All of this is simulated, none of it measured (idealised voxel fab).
The following process module bears the name voxel capacitor over wiring.
Square cell edge 5 nm, section width 300 nm, ID cut.
In this document a cross-section is written as a grid of square cells. It is given as a series of bands, listed from the top down, and a band is one or more rows of cells.
The entry gives the band's vertical extent as a top height and a bottom height in nm, then its horizontal make-up as materials from left to right, each with a width in nm. "blank" stands for empty space; a single material marked "everywhere" fills the band edge to edge.
All heights in this document are referenced to 0, defined as the level beneath which the wafer, as received, consists entirely of one material. The lowest band is not bounded below; it extends indefinitely downward and is written in the form "top 0, no bottom".
Quick explanation for "30->40": the width changes in equal steps down the rows of cells, from the first number in the band's top row to the second number in its bottom row.
Where the words "changes: none" appear for a step, the cross-section shows no cell changed by that step; every cell remained as before.
For the entry "Enclosed voids", the listed items are empty spaces with no open way to the top whose size is 8 cells or more; each item follows the pattern width x height at distance, where distance is from the left edge and all three are in nm.
It should be noted that, on the line of a given step, the content following the step's settings is a remark produced by the simulator itself with respect to that step.
A step's line can hold "overlay nm"; with a mask on that step, the setting says how far right of the planned place the mask lay, while a negative setting says it lay to the left.
Every pair from here on: before one process step, after it. The after cross-section reaches only to the lowest band that changed. Below the pair: the step in between and its settings. Pairs can belong to different runs of this module on the same starting wafer; a pair carries on from the pair above only if the entry headed "Prior to processing" says so.

Prior to processing
* top 70, bottom 65: 110 blank; 55 TiN; 135 blank
* top 65, bottom 60: 105 blank; 60 HfO2; 135 blank
* top 60, bottom 55: TiN everywhere
* top 55, bottom 45: 105 SiO2; 5 TiN; 5 Ru; 5 TiN; 180 SiO2
* top 45, bottom 40: 105 SiCN; 15 TiN; 180 SiCN
* top 40, bottom 20: 95 SiO2; 5 TiN; 15 W; 5 TiN; 55 SiO2; 5 TiN; 15 W; 5 TiN; 100 SiO2
* top 20, bottom 15: 95 SiCN; 25 TiN; 55 SiCN; 25 TiN; 100 SiCN
* top 15, bottom 0: SiO2 everywhere
* top 0, no bottom: Si everywhere
* Enclosed voids: none

Post-Process Section
* top 70, bottom 65: 110 blank; 55 TiN; 135 blank
* top 65, bottom 60: 105 blank; 60 HfO2; 135 blank
* top 60, bottom 55: 100 blank; 70 TiN; 130 blank
* Beneath the level 55, the cross-section is identical to its previous state.
* Enclosed voids: none
The step occurring between the two cross-sections depicted above is identified as op MASKED_ETCH | tone cover | mask id LOWER_PLATE | width nm 70 | etch materials TiN | depth nm 5 | overlay nm 0

Prior to processing: cross-section not repeated; it is the one shown after the step in the pair just above.

Post-Process Section
* top 90, bottom 70: SiO2 everywhere
* top 70, bottom 65: 110 SiO2; 55 TiN; 135 SiO2
* top 65, bottom 60: 105 SiO2; 60 HfO2; 135 SiO2
* top 60, bottom 55: 100 SiO2; 70 TiN; 130 SiO2
* Beneath the level 55, the cross-section is identical to its previous state.
* Enclosed voids: none
The step occurring between the two cross-sections depicted above is identified as op FILL_DEP | material SiO2 | thk nm 20

Prior to processing: cross-section not repeated; it is the one shown after the step in the pair just above.

Post-Process Section
* top 85, bottom 70: SiO2 everywhere
* Beneath the level 70, the cross-section is identical to its previous state.
* Enclosed voids: none
The step occurring between the two cross-sections depicted above is identified as op CMP | height nm 85

Prior to processing: cross-section not repeated; it is the one shown after the step in the pair just above.

Post-Process Section
* top 85, bottom 70: 115 SiO2; 15 blank; 170 SiO2
* Beneath the level 70, the cross-section is identical to its previous state.
* Enclosed voids: none
The step occurring between the two cross-sections depicted above is identified as op MASKED_ETCH | tone open | mask id PLUG_2 | width nm 15 | etch materials SiO2 | depth nm 15 | overlay nm 0

Prior to processing: cross-section not repeated; it is the one shown after the step in the pair just above.

Post-Process Section
* top 90, bottom 85: 120 TiN; 5 blank; 175 TiN
* top 85, bottom 75: 115 SiO2; 5 TiN; 5 blank; 5 TiN; 170 SiO2
* top 75, bottom 65: 115->110 SiO2; 15->55 TiN; 170->135 SiO2
* Beneath the level 65, the cross-section is identical to its previous state.
* Enclosed voids: none
The step occurring between the two cross-sections depicted above is identified as op CONFORMAL_DEP | material TiN | thk nm 5

Prior to processing: cross-section not repeated; it is the one shown after the step in the pair just above.

Post-Process Section
* top 95, bottom 90: Ru everywhere
* top 90, bottom 85: 120 TiN; 5 Ru; 175 TiN
* top 85, bottom 75: 115 SiO2; 5 TiN; 5 Ru; 5 TiN; 170 SiO2
* Beneath the level 75, the cross-section is identical to its previous state.
* Enclosed voids: none
The step occurring between the two cross-sections depicted above is identified as op FILL_DEP | material Ru | thk nm 5

Prior to processing: cross-section not repeated; it is the one shown after the step in the pair just above.

Post-Process Section
* top 85, bottom 75: 115 SiO2; 5 TiN; 5 Ru; 5 TiN; 170 SiO2
* Beneath the level 75, the cross-section is identical to its previous state.
* Enclosed voids: none
The step occurring between the two cross-sections depicted above is identified as op CMP | height nm 85

Prior to processing: cross-section not repeated; it is the one shown after the step in the pair just above.

Post-Process Section
* top 90, bottom 85: SiCN everywhere
* Beneath the level 85, the cross-section is identical to its previous state.
* Enclosed voids: none
The step occurring between the two cross-sections depicted above is identified as op CONFORMAL_DEP | material SiCN | thk nm 5

Prior to processing
* top 70, bottom 65: TiN everywhere
* top 65, bottom 60: HfO2 everywhere
* top 60, bottom 55: TiN everywhere
* top 55, bottom 45: 105 SiO2; 5 TiN; 5 Ru; 5 TiN; 180 SiO2
* top 45, bottom 40: 105 SiCN; 15 TiN; 180 SiCN
* top 40, bottom 20: 95 SiO2; 5 TiN; 15 W; 5 TiN; 55 SiO2; 5 TiN; 15 W; 5 TiN; 100 SiO2
* top 20, bottom 15: 95 SiCN; 25 TiN; 55 SiCN; 25 TiN; 100 SiCN
* top 15, bottom 0: SiO2 everywhere
* top 0, no bottom: Si everywhere
* Enclosed voids: none

Post-Process Section
* top 70, bottom 65: 110 blank; 60 TiN; 130 blank
* Beneath the level 65, the cross-section is identical to its previous state.
* Enclosed voids: none
The step occurring between the two cross-sections depicted above is identified as op MASKED_ETCH | tone cover | mask id UPPER_PLATE | width nm 60 | etch materials TiN | depth nm 5 | overlay nm 5

Prior to processing: cross-section not repeated; it is the one shown after the step in the pair just above.

Post-Process Section
* top 70, bottom 65: 110 blank; 60 TiN; 130 blank
* top 65, bottom 60: 105 blank; 65 HfO2; 130 blank
* Beneath the level 60, the cross-section is identical to its previous state.
* Enclosed voids: none
The step occurring between the two cross-sections depicted above is identified as op MASKED_ETCH | tone cover | mask id UPPER_PLATE | width nm 60 | etch materials HfO2 | depth nm 5 | overlay nm 0

Prior to processing: cross-section not repeated; it is the one shown after the step in the pair just above.

Post-Process Section
* top 70, bottom 65: 110 blank; 60 TiN; 130 blank
* top 65, bottom 60: 105 blank; 65 HfO2; 130 blank
* top 60, bottom 55: 100 blank; 70 TiN; 130 blank
* Beneath the level 55, the cross-section is identical to its previous state.
* Enclosed voids: none
The step occurring between the two cross-sections depicted above is identified as op MASKED_ETCH | tone cover | mask id LOWER_PLATE | width nm 70 | etch materials TiN | depth nm 5 | overlay nm 0

Prior to processing: cross-section not repeated; it is the one shown after the step in the pair just above.

Post-Process Section
* top 90, bottom 70: SiO2 everywhere
* top 70, bottom 65: 110 SiO2; 60 TiN; 130 SiO2
* top 65, bottom 60: 105 SiO2; 65 HfO2; 130 SiO2
* top 60, bottom 55: 100 SiO2; 70 TiN; 130 SiO2
* Beneath the level 55, the cross-section is identical to its previous state.
* Enclosed voids: none
The step occurring between the two cross-sections depicted above is identified as op FILL_DEP | material SiO2 | thk nm 20

Prior to processing: cross-section not repeated; it is the one shown after the step in the pair just above.

Post-Process Section
* top 85, bottom 70: SiO2 everywhere
* Beneath the level 70, the cross-section is identical to its previous state.
* Enclosed voids: none
The step occurring between the two cross-sections depicted above is identified as op CMP | height nm 85

Prior to processing: cross-section not repeated; it is the one shown after the step in the pair just above.

Post-Process Section
* top 85, bottom 70: 115 SiO2; 15 blank; 170 SiO2
* Beneath the level 70, the cross-section is identical to its previous state.
* Enclosed voids: none
The step occurring between the two cross-sections depicted above is identified as op MASKED_ETCH | tone open | mask id PLUG_2 | width nm 15 | etch materials SiO2 | depth nm 15 | overlay nm 0

Prior to processing: cross-section not repeated; it is the one shown after the step in the pair just above.

Post-Process Section
* top 90, bottom 85: 120 TiN; 5 blank; 175 TiN
* top 85, bottom 75: 115 SiO2; 5 TiN; 5 blank; 5 TiN; 170 SiO2
* top 75, bottom 65: 115->110 SiO2; 15->60 TiN; 170->130 SiO2
* Beneath the level 65, the cross-section is identical to its previous state.
* Enclosed voids: none
The step occurring between the two cross-sections depicted above is identified as op CONFORMAL_DEP | material TiN | thk nm 5

Prior to processing: cross-section not repeated; it is the one shown after the step in the pair just above.

Post-Process Section
* top 95, bottom 90: Ru everywhere
* top 90, bottom 85: 120 TiN; 5 Ru; 175 TiN
* top 85, bottom 75: 115 SiO2; 5 TiN; 5 Ru; 5 TiN; 170 SiO2
* Beneath the level 75, the cross-section is identical to its previous state.
* Enclosed voids: none
The step occurring between the two cross-sections depicted above is identified as op FILL_DEP | material Ru | thk nm 5

Prior to processing: cross-section not repeated; it is the one shown after the step in the pair just above.

Post-Process Section
* top 85, bottom 75: 115 SiO2; 5 TiN; 5 Ru; 5 TiN; 170 SiO2
* Beneath the level 75, the cross-section is identical to its previous state.
* Enclosed voids: none
The step occurring between the two cross-sections depicted above is identified as op CMP | height nm 85

Prior to processing: cross-section not repeated; it is the one shown after the step in the pair just above.

Post-Process Section
* top 90, bottom 85: SiCN everywhere
* Beneath the level 85, the cross-section is identical to its previous state.
* Enclosed voids: none
The step occurring between the two cross-sections depicted above is identified as op CONFORMAL_DEP | material SiCN | thk nm 5

Prior to processing
* top 55, bottom 45: 105 SiO2; 15 blank; 180 SiO2
* top 45, bottom 40: 105 SiCN; 15 blank; 180 SiCN
* top 40, bottom 20: 95 SiO2; 5 TiN; 15 W; 5 TiN; 55 SiO2; 5 TiN; 15 W; 5 TiN; 100 SiO2
* top 20, bottom 15: 95 SiCN; 25 TiN; 55 SiCN; 25 TiN; 100 SiCN
* top 15, bottom 0: SiO2 everywhere
* top 0, no bottom: Si everywhere
* Enclosed voids: none

Post-Process Section
* top 60, bottom 55: 110 aC; 5 blank; 185 aC
* top 55, bottom 45: 105 SiO2; 5 aC; 5 blank; 5 aC; 180 SiO2
* top 45, bottom 40: 105 SiCN; 15 aC; 180 SiCN
* Beneath the level 40, the cross-section is identical to its previous state.
* Enclosed voids: none
The step occurring between the two cross-sections depicted above is identified as op CONFORMAL_DEP | material aC | thk nm 5

Prior to processing: cross-section not repeated; it is the one shown after the step in the pair just above.

Post-Process Section
* top 70, bottom 60: Ru everywhere
* top 60, bottom 55: 110 aC; 5 Ru; 185 aC
* top 55, bottom 45: 105 SiO2; 5 aC; 5 Ru; 5 aC; 180 SiO2
* Beneath the level 45, the cross-section is identical to its previous state.
* Enclosed voids: none
The step occurring between the two cross-sections depicted above is identified as op FILL_DEP | material Ru | thk nm 10

Prior to processing: cross-section not repeated; it is the one shown after the step in the pair just above.

Post-Process Section
* top 55, bottom 45: 105 SiO2; 5 aC; 5 Ru; 5 aC; 180 SiO2
* Beneath the level 45, the cross-section is identical to its previous state.
* Enclosed voids: none
The step occurring between the two cross-sections depicted above is identified as op CMP | height nm 55

Prior to processing: cross-section not repeated; it is the one shown after the step in the pair just above.

Post-Process Section
* top 60, bottom 55: TiN everywhere
* Beneath the level 55, the cross-section is identical to its previous state.
* Enclosed voids: none
The step occurring between the two cross-sections depicted above is identified as op DIRECTIONAL_DEP | material TiN | thk nm 5

Prior to processing: cross-section not repeated; it is the one shown after the step in the pair just above.

Post-Process Section
* top 65, bottom 60: HfO2 everywhere
* Beneath the level 60, the cross-section is identical to its previous state.
* Enclosed voids: none
The step occurring between the two cross-sections depicted above is identified as op DIRECTIONAL_DEP | material HfO2 | thk nm 5

Prior to processing: cross-section not repeated; it is the one shown after the step in the pair just above.

Post-Process Section
* top 70, bottom 65: TiN everywhere
* Beneath the level 65, the cross-section is identical to its previous state.
* Enclosed voids: none
The step occurring between the two cross-sections depicted above is identified as op DIRECTIONAL_DEP | material TiN | thk nm 5

Prior to processing: cross-section not repeated; it is the one shown after the step in the pair just above.

Post-Process Section
* top 70, bottom 65: 105 blank; 60 TiN; 135 blank
* Beneath the level 65, the cross-section is identical to its previous state.
* Enclosed voids: none
The step occurring between the two cross-sections depicted above is identified as op MASKED_ETCH | tone cover | mask id UPPER_PLATE | width nm 60 | etch materials TiN | depth nm 5 | overlay nm 0

Prior to processing: cross-section not repeated; it is the one shown after the step in the pair just above.

Post-Process Section
* top 70, bottom 65: 105 blank; 60 TiN; 135 blank
* top 65, bottom 60: 105 blank; 60 HfO2; 135 blank
* Beneath the level 60, the cross-section is identical to its previous state.
* Enclosed voids: none
The step occurring between the two cross-sections depicted above is identified as op MASKED_ETCH | tone cover | mask id UPPER_PLATE | width nm 60 | etch materials HfO2 | depth nm 5 | overlay nm 0

Prior to processing: cross-section not repeated; it is the one shown after the step in the pair just above.

Post-Process Section
* top 70, bottom 65: 105 blank; 60 TiN; 135 blank
* top 65, bottom 60: 105 blank; 60 HfO2; 135 blank
* top 60, bottom 55: 100 blank; 70 TiN; 130 blank
* Beneath the level 55, the cross-section is identical to its previous state.
* Enclosed voids: none
The step occurring between the two cross-sections depicted above is identified as op MASKED_ETCH | tone cover | mask id LOWER_PLATE | width nm 70 | etch materials TiN | depth nm 5 | overlay nm 0

Prior to processing: cross-section not repeated; it is the one shown after the step in the pair just above.

Post-Process Section
* top 90, bottom 70: SiO2 everywhere
* top 70, bottom 65: 105 SiO2; 60 TiN; 135 SiO2
* top 65, bottom 60: 105 SiO2; 60 HfO2; 135 SiO2
* top 60, bottom 55: 100 SiO2; 70 TiN; 130 SiO2
* Beneath the level 55, the cross-section is identical to its previous state.
* Enclosed voids: none
The step occurring between the two cross-sections depicted above is identified as op FILL_DEP | material SiO2 | thk nm 20

Prior to processing: cross-section not repeated; it is the one shown after the step in the pair just above.

Post-Process Section
* top 85, bottom 70: SiO2 everywhere
* Beneath the level 70, the cross-section is identical to its previous state.
* Enclosed voids: none
The step occurring between the two cross-sections depicted above is identified as op CMP | height nm 85

Prior to processing: cross-section not repeated; it is the one shown after the step in the pair just above.

Post-Process Section
* top 85, bottom 70: 115 SiO2; 15 blank; 170 SiO2
* Beneath the level 70, the cross-section is identical to its previous state.
* Enclosed voids: none
The step occurring between the two cross-sections depicted above is identified as op MASKED_ETCH | tone open | mask id PLUG_2 | width nm 15 | etch materials SiO2 | depth nm 15 | overlay nm 0

Prior to processing: cross-section not repeated; it is the one shown after the step in the pair just above.

Post-Process Section
* top 90, bottom 85: 120 TiN; 5 blank; 175 TiN
* top 85, bottom 75: 115 SiO2; 5 TiN; 5 blank; 5 TiN; 170 SiO2
* top 75, bottom 65: 115->105 SiO2; 15->60 TiN; 170->135 SiO2
* Beneath the level 65, the cross-section is identical to its previous state.
* Enclosed voids: none
The step occurring between the two cross-sections depicted above is identified as op CONFORMAL_DEP | material TiN | thk nm 5

Prior to processing: cross-section not repeated; it is the one shown after the step in the pair just above.

Post-Process Section
* top 95, bottom 90: Ru everywhere
* top 90, bottom 85: 120 TiN; 5 Ru; 175 TiN
* top 85, bottom 75: 115 SiO2; 5 TiN; 5 Ru; 5 TiN; 170 SiO2
* Beneath the level 75, the cross-section is identical to its previous state.
* Enclosed voids: none
The step occurring between the two cross-sections depicted above is identified as op FILL_DEP | material Ru | thk nm 5

Prior to processing: cross-section not repeated; it is the one shown after the step in the pair just above.

Post-Process Section
* top 85, bottom 75: 115 SiO2; 5 TiN; 5 Ru; 5 TiN; 170 SiO2
* Beneath the level 75, the cross-section is identical to its previous state.
* Enclosed voids: none
The step occurring between the two cross-sections depicted above is identified as op CMP | height nm 85

Prior to processing: cross-section not repeated; it is the one shown after the step in the pair just above.

Post-Process Section
* top 90, bottom 85: SiCN everywhere
* Beneath the level 85, the cross-section is identical to its previous state.
* Enclosed voids: none
The step occurring between the two cross-sections depicted above is identified as op CONFORMAL_DEP | material SiCN | thk nm 5

Prior to processing
* top 55, bottom 40: aC everywhere
* top 40, bottom 20: SiO2 everywhere
* top 20, bottom 15: SiCN everywhere
* top 15, bottom 0: SiO2 everywhere
* top 0, no bottom: Si everywhere
* Enclosed voids: none

Post-Process Section
* top 85, bottom 55: 95 blank; 25 resist; 55 blank; 25 resist; 100 blank
* Beneath the level 55, the cross-section is identical to its previous state.
* Enclosed voids: none
The step occurring between the two cross-sections depicted above is identified as op PATTERN | tone cover | mask id METAL_1 | material resist | width nm 25 | pitch nm 80 | thk nm 30 | overlay nm 0

Prior to processing: cross-section not repeated; it is the one shown after the step in the pair just above.

Post-Process Section
* top 70, bottom 55: 95 blank; 25 resist; 55 blank; 25 resist; 100 blank
* top 55, bottom 40: 95 blank; 25 aC; 55 blank; 25 aC; 100 blank
* Beneath the level 40, the cross-section is identical to its previous state.
* Enclosed voids: none
The step occurring between the two cross-sections depicted above is identified as op DIRECTIONAL_ETCH | etch materials aC | depth nm 15

Prior to processing: cross-section not repeated; it is the one shown after the step in the pair just above.

Post-Process Section
* top 55, bottom 40: 95 blank; 25 aC; 55 blank; 25 aC; 100 blank
* Beneath the level 40, the cross-section is identical to its previous state.
* Enclosed voids: none
The step occurring between the two cross-sections depicted above is identified as op STRIP | etch materials resist

Prior to processing: cross-section not repeated; it is the one shown after the step in the pair just above.

Post-Process Section
* top 55, bottom 40: 95 blank; 25 aC; 55 blank; 25 aC; 100 blank
* top 40, bottom 20: 95 blank; 25 SiO2; 55 blank; 25 SiO2; 100 blank
* Beneath the level 20, the cross-section is identical to its previous state.
* Enclosed voids: none
The step occurring between the two cross-sections depicted above is identified as op DIRECTIONAL_ETCH | etch materials SiO2 | depth nm 20

Prior to processing: cross-section not repeated; it is the one shown after the step in the pair just above.

Post-Process Section
* top 55, bottom 40: 95 blank; 25 aC; 55 blank; 25 aC; 100 blank
* top 40, bottom 20: 95 blank; 25 SiO2; 55 blank; 25 SiO2; 100 blank
* top 20, bottom 15: 95 blank; 25 SiCN; 55 blank; 25 SiCN; 100 blank
* Beneath the level 15, the cross-section is identical to its previous state.
* Enclosed voids: none
The step occurring between the two cross-sections depicted above is identified as op DIRECTIONAL_ETCH | etch materials SiCN | depth nm 5

Prior to processing: cross-section not repeated; it is the one shown after the step in the pair just above.

Post-Process Section
* top 40, bottom 20: 95 blank; 25 SiO2; 55 blank; 25 SiO2; 100 blank
* Beneath the level 20, the cross-section is identical to its previous state.
* Enclosed voids: none
The step occurring between the two cross-sections depicted above is identified as op STRIP | etch materials aC

Prior to processing: cross-section not repeated; it is the one shown after the step in the pair just above.

Post-Process Section
* top 45, bottom 40: 90 blank; 35 TiN; 45 blank; 35 TiN; 95 blank
* top 40, bottom 20: 90 blank; 5 TiN; 25 SiO2; 5 TiN; 45 blank; 5 TiN; 25 SiO2; 5 TiN; 95 blank
* top 20, bottom 15: 95 TiN; 25 SiCN; 55 TiN; 25 SiCN; 100 TiN
* Beneath the level 15, the cross-section is identical to its previous state.
* Enclosed voids: none
The step occurring between the two cross-sections depicted above is identified as op CONFORMAL_DEP | material TiN | thk nm 5

Prior to processing: cross-section not repeated; it is the one shown after the step in the pair just above.

Post-Process Section
* top 50, bottom 45: W everywhere
* top 45, bottom 40: 90 W; 35 TiN; 45 W; 35 TiN; 95 W
* top 40, bottom 20: 90 W; 5 TiN; 25 SiO2; 5 TiN; 45 W; 5 TiN; 25 SiO2; 5 TiN; 95 W
* Beneath the level 20, the cross-section is identical to its previous state.
* Enclosed voids: none
The step occurring between the two cross-sections depicted above is identified as op FILL_DEP | material W | thk nm 5

Prior to processing: cross-section not repeated; it is the one shown after the step in the pair just above.

Post-Process Section
* top 40, bottom 20: 90 W; 5 TiN; 25 SiO2; 5 TiN; 45 W; 5 TiN; 25 SiO2; 5 TiN; 95 W
* Beneath the level 20, the cross-section is identical to its previous state.
* Enclosed voids: none
The step occurring between the two cross-sections depicted above is identified as op CMP | height nm 40

Prior to processing: cross-section not repeated; it is the one shown after the step in the pair just above.

Post-Process Section
* top 45, bottom 40: SiCN everywhere
* Beneath the level 40, the cross-section is identical to its previous state.
* Enclosed voids: none
The step occurring between the two cross-sections depicted above is identified as op CONFORMAL_DEP | material SiCN | thk nm 5

Prior to processing: cross-section not repeated; it is the one shown after the step in the pair just above.

Post-Process Section
* top 55, bottom 45: SiO2 everywhere
* Beneath the level 45, the cross-section is identical to its previous state.
* Enclosed voids: none
The step occurring between the two cross-sections depicted above is identified as op DIRECTIONAL_DEP | material SiO2 | thk nm 10

Prior to processing: cross-section not repeated; it is the one shown after the step in the pair just above.

Post-Process Section
* top 75, bottom 55: 105 resist; 15 blank; 180 resist
* Beneath the level 55, the cross-section is identical to its previous state.
* Enclosed voids: none
The step occurring between the two cross-sections depicted above is identified as op PATTERN | tone open | mask id PLUG_1 | material resist | width nm 15 | thk nm 20 | overlay nm 0

Prior to processing: cross-section not repeated; it is the one shown after the step in the pair just above.

Post-Process Section
* top 75, bottom 55: 105 resist; 15 blank; 180 resist
* top 55, bottom 45: 105 SiO2; 15 blank; 180 SiO2
* Beneath the level 45, the cross-section is identical to its previous state.
* Enclosed voids: none
The step occurring between the two cross-sections depicted above is identified as op DIRECTIONAL_ETCH | etch materials SiO2 | depth nm 10

Prior to processing: cross-section not repeated; it is the one shown after the step in the pair just above.

Post-Process Section
* top 75, bottom 55: 105 resist; 15 blank; 180 resist
* top 55, bottom 45: 105 SiO2; 15 blank; 180 SiO2
* top 45, bottom 40: 105 SiCN; 15 blank; 180 SiCN
* Beneath the level 40, the cross-section is identical to its previous state.
* Enclosed voids: none
The step occurring between the two cross-sections depicted above is identified as op DIRECTIONAL_ETCH | etch materials SiCN | depth nm 5

Prior to processing: cross-section not repeated; it is the one shown after the step in the pair just above.

Post-Process Section
* top 55, bottom 45: 105 SiO2; 15 blank; 180 SiO2
* Beneath the level 45, the cross-section is identical to its previous state.
* Enclosed voids: none
The step occurring between the two cross-sections depicted above is identified as op STRIP | etch materials resist

Prior to processing: cross-section not repeated; it is the one shown after the step in the pair just above.

Post-Process Section
* top 60, bottom 55: 110 TiN; 5 blank; 185 TiN
* top 55, bottom 45: 105 SiO2; 5 TiN; 5 blank; 5 TiN; 180 SiO2
* top 45, bottom 40: 105 SiCN; 15 TiN; 180 SiCN
* Beneath the level 40, the cross-section is identical to its previous state.
* Enclosed voids: none
The step occurring between the two cross-sections depicted above is identified as op CONFORMAL_DEP | material TiN | thk nm 5

Prior to processing: cross-section not repeated; it is the one shown after the step in the pair just above.

Post-Process Section
* top 70, bottom 60: Ru everywhere
* top 60, bottom 55: 110 TiN; 5 Ru; 185 TiN
* top 55, bottom 45: 105 SiO2; 5 TiN; 5 Ru; 5 TiN; 180 SiO2
* Beneath the level 45, the cross-section is identical to its previous state.
* Enclosed voids: none
The step occurring between the two cross-sections depicted above is identified as op FILL_DEP | material Ru | thk nm 10

Prior to processing: cross-section not repeated; it is the one shown after the step in the pair just above.

Post-Process Section
* top 55, bottom 45: 105 SiO2; 5 TiN; 5 Ru; 5 TiN; 180 SiO2
* Beneath the level 45, the cross-section is identical to its previous state.
* Enclosed voids: none
The step occurring between the two cross-sections depicted above is identified as op CMP | height nm 55

Prior to processing: cross-section not repeated; it is the one shown after the step in the pair just above.

Post-Process Section
* top 60, bottom 55: TiN everywhere
* Beneath the level 55, the cross-section is identical to its previous state.
* Enclosed voids: none
The step occurring between the two cross-sections depicted above is identified as op DIRECTIONAL_DEP | material TiN | thk nm 5

Prior to processing: cross-section not repeated; it is the one shown after the step in the pair just above.

Post-Process Section
* top 65, bottom 60: HfO2 everywhere
* Beneath the level 60, the cross-section is identical to its previous state.
* Enclosed voids: none
The step occurring between the two cross-sections depicted above is identified as op DIRECTIONAL_DEP | material HfO2 | thk nm 5

Prior to processing: cross-section not repeated; it is the one shown after the step in the pair just above.

Post-Process Section
* top 70, bottom 65: TiN everywhere
* Beneath the level 65, the cross-section is identical to its previous state.
* Enclosed voids: none
The step occurring between the two cross-sections depicted above is identified as op DIRECTIONAL_DEP | material TiN | thk nm 5

Prior to processing: cross-section not repeated; it is the one shown after the step in the pair just above.

Post-Process Section
* top 70, bottom 65: 105 blank; 60 TiN; 135 blank
* Beneath the level 65, the cross-section is identical to its previous state.
* Enclosed voids: none
The step occurring between the two cross-sections depicted above is identified as op MASKED_ETCH | tone cover | mask id UPPER_PLATE | width nm 60 | etch materials TiN | depth nm 5 | overlay nm 0

Prior to processing: cross-section not repeated; it is the one shown after the step in the pair just above.

Post-Process Section
* top 70, bottom 65: 105 blank; 60 TiN; 135 blank
* top 65, bottom 60: 105 blank; 60 HfO2; 135 blank
* Beneath the level 60, the cross-section is identical to its previous state.
* Enclosed voids: none
The step occurring between the two cross-sections depicted above is identified as op MASKED_ETCH | tone cover | mask id UPPER_PLATE | width nm 60 | etch materials HfO2 | depth nm 5 | overlay nm 0

Prior to processing: cross-section not repeated; it is the one shown after the step in the pair just above.

Post-Process Section
* top 70, bottom 65: 105 blank; 60 TiN; 135 blank
* top 65, bottom 60: 105 blank; 60 HfO2; 135 blank
* top 60, bottom 55: 100 blank; 70 TiN; 130 blank
* Beneath the level 55, the cross-section is identical to its previous state.
* Enclosed voids: none
The step occurring between the two cross-sections depicted above is identified as op MASKED_ETCH | tone cover | mask id LOWER_PLATE | width nm 70 | etch materials TiN | depth nm 5 | overlay nm 0

Prior to processing: cross-section not repeated; it is the one shown after the step in the pair just above.

Post-Process Section
* top 90, bottom 70: SiO2 everywhere
* top 70, bottom 65: 105 SiO2; 60 TiN; 135 SiO2
* top 65, bottom 60: 105 SiO2; 60 HfO2; 135 SiO2
* top 60, bottom 55: 100 SiO2; 70 TiN; 130 SiO2
* Beneath the level 55, the cross-section is identical to its previous state.
* Enclosed voids: none
The step occurring between the two cross-sections depicted above is identified as op FILL_DEP | material SiO2 | thk nm 20

Prior to processing: cross-section not repeated; it is the one shown after the step in the pair just above.

Post-Process Section
* top 85, bottom 70: SiO2 everywhere
* Beneath the level 70, the cross-section is identical to its previous state.
* Enclosed voids: none
The step occurring between the two cross-sections depicted above is identified as op CMP | height nm 85

Prior to processing: cross-section not repeated; it is the one shown after the step in the pair just above.

Post-Process Section
* top 85, bottom 70: 115 SiO2; 15 blank; 170 SiO2
* Beneath the level 70, the cross-section is identical to its previous state.
* Enclosed voids: none
The step occurring between the two cross-sections depicted above is identified as op MASKED_ETCH | tone open | mask id PLUG_2 | width nm 15 | etch materials SiO2 | depth nm 15 | overlay nm 0

Prior to processing: cross-section not repeated; it is the one shown after the step in the pair just above.

Post-Process Section
* top 90, bottom 85: 120 TiN; 5 blank; 175 TiN
* top 85, bottom 75: 115 SiO2; 5 TiN; 5 blank; 5 TiN; 170 SiO2
* top 75, bottom 65: 115->105 SiO2; 15->60 TiN; 170->135 SiO2
* Beneath the level 65, the cross-section is identical to its previous state.
* Enclosed voids: none
The step occurring between the two cross-sections depicted above is identified as op CONFORMAL_DEP | material TiN | thk nm 5

Prior to processing: cross-section not repeated; it is the one shown after the step in the pair just above.

Post-Process Section
* top 95, bottom 90: Ru everywhere
* top 90, bottom 85: 120 TiN; 5 Ru; 175 TiN
* top 85, bottom 75: 115 SiO2; 5 TiN; 5 Ru; 5 TiN; 170 SiO2
* Beneath the level 75, the cross-section is identical to its previous state.
* Enclosed voids: none
The step occurring between the two cross-sections depicted above is identified as op FILL_DEP | material Ru | thk nm 5

Prior to processing: cross-section not repeated; it is the one shown after the step in the pair just above.

Post-Process Section
* top 85, bottom 75: 115 SiO2; 5 TiN; 5 Ru; 5 TiN; 170 SiO2
* Beneath the level 75, the cross-section is identical to its previous state.
* Enclosed voids: none
The step occurring between the two cross-sections depicted above is identified as op CMP | height nm 85

Prior to processing: cross-section not repeated; it is the one shown after the step in the pair just above.

Post-Process Section
* top 90, bottom 85: SiCN everywhere
* Beneath the level 85, the cross-section is identical to its previous state.
* Enclosed voids: none
The step occurring between the two cross-sections depicted above is identified as op CONFORMAL_DEP | material SiCN | thk nm 5
